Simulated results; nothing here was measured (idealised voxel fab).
Module name: voxel tone inversion (process module)
Xsec cut, 180 nm wide, square cell size 5 nm.
If you're reading a cross-section in this doc, picture square cells in a grid; it comes to you as bands, top ones listed first down to the bottom, and a band can be one or more rows of cells. Top height, bottom height, nm. Materials left to right, width each, nm. Single material + "throughout" = fills band edge to edge. "blank" = empty. It should be noted that heights are counted from 0, beneath which the wafer as supplied is of one material throughout, and that the lowest band possesses no lower boundary but continues downward, as written in "0 down". Graded width ("30->40"): value in top row of band = first number; value in bottom row = second number; row-to-row change constant. Any step labelled "no alteration" changed none of the cells in the cross-section. For the entry "Closed void listing", the listed items are empty spaces with no open way to the top whose size is 8 cells or more; each item follows the pattern width x height at distance, where distance is from the left edge and all three are in nm. On each step's line, the part that comes after the settings is the simulator's own comment on the step. "overlay nm" denotes, for a step that has a mask, the displacement of the mask to the right of its planned place, with negative values corresponding to the left.

The process steps that were planned are listed below
1 RECEIVE,material Si
2 CONFORMAL_DEP,material SiN,thk nm 5
3 DIRECTIONAL_DEP,material aC,thk nm 15
4 PATTERN,tone cover,mask id POSTS,material resist,width nm 20,pitch nm 35,thk nm 25,overlay nm 0
5 DIRECTIONAL_ETCH,etch materials aC,depth nm 15
6 STRIP,etch materials resist
7 FILL_DEP,material SiO2,thk nm 5
8 CMP,height nm 20
9 STRIP,etch materials aC
Quick note for whoever runs this: the wafers start identical, but the thk nm at step 2 isn't the same across them. The plan just shows what the first wafer had.

Cut through the first of several wafers as received, post step 1
* 0 down: Si throughout
* Closed void listing: none

The following table contains a row per wafer, in which are reported, at the conclusion of the module, the cells of each material gained (+) or lost (-) since the wafer's receipt, with its closed voids given thereafter
thk nm 5; +36 SiN; +72 SiO2; Closed void listing: none
thk nm 10; +72 SiN; +48 SiO2; Closed void listing: none
thk nm 15; +108 SiN; +24 SiO2; Closed void listing: none
thk nm 20; +144 SiN; Closed void listing: none
